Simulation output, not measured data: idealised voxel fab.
Process module heading - voxel ribs on slabs
cross-section cut | 285 nm wide | cells 5 nm
Format of a cross-section: grid, square cells. Given as bands. Order: top down. Band: one or more rows of cells. Read a band's entry like this: the first values are the height of its top and the height of its bottom in nm, and what follows is the sequence of materials from left to right, each with its width in nm. Note that "air" is empty space, and that a single material marked "edge to edge" reaches across the band from edge to edge. Heights are expressed relative to 0, this being the level below which the as-received wafer comprises one material exclusively. The lowest band is unbounded in the downward direction and is denoted as in "z 0 and below". Read "30..40" as a graded width: first number on top, second number at the bottom, same change between each pair of neighbouring rows. "stayed the same" -> step changed no cross-section cell. "Closed cavities": sealed empty spaces, 8 cells or more, no open way to top, listed width x height at distance, with distance from the left edge and width, height and distance in nm. after a step's settings: what the simulator itself notes on the step. What "overlay nm" on a step's line means: if the step has a mask, that mask lay this far to the right of its planned place, or, when the value is negative, to the left.

Process steps foreseen in the plan
step 1: RECEIVE | material Si
step 2: DIRECTIONAL_DEP | material SiO2 | thk nm 30
step 3: DIRECTIONAL_DEP | material SiN | thk nm 15
step 4: PATTERN | tone cover | mask id RIB | material resist | width nm 25 | thk nm 20 | overlay nm 0
step 5: DIRECTIONAL_ETCH | etch materials SiN | depth nm 5
step 6: STRIP | etch materials resist
step 7: MASKED_ETCH | tone cover | mask id SLAB | width nm 55 | etch materials SiN | depth nm 10 | overlay nm 0
step 8: FILL_DEP | material SiO2 | thk nm 20
step 9: CMP | height nm 55
step 10: DIRECTIONAL_DEP | material W | thk nm 10
step 11: MASKED_ETCH | tone cover | mask id HEATER | width nm 35 | etch materials W | depth nm 10 | overlay nm 0
step 12: CONFORMAL_DEP | material SiO2 | thk nm 5

Incoming wafer in cross-section (state: after step 1)
    z 0 and below: Si edge to edge
    Closed cavities: none

First of two wafers at the end of the module, shown in cross-section; run carried out as planned
    z 70 to 65: air 120; SiO2 45; air 120
    z 65 to 60: air 120; SiO2 5; W 35; SiO2 5; air 120
    z 60 to 55: SiO2 125; W 35; SiO2 125
    z 55 to 45: SiO2 edge to edge
    z 45 to 40: SiO2 130; SiN 25; SiO2 130
    z 40 to 30: SiO2 115; SiN 55; SiO2 115
    z 30 to 0: SiO2 edge to edge
    z 0 and below: Si edge to edge
    Closed cavities: none

Wafer two, end of module, cross-section. Same start, same plan as wafer one. One mistake in the run
    z 65 to 55: air 125; W 35; air 125
    z 55 to 45: SiO2 edge to edge
    z 45 to 40: SiO2 130; SiN 25; SiO2 130
    z 40 to 30: SiO2 115; SiN 55; SiO2 115
    z 30 to 0: SiO2 edge to edge
    z 0 and below: Si edge to edge
    Closed cavities: none
Misprocessing identified: not run: step 12 of the plan (skipped)
at the end the second wafer has, in cells: -61 SiO2
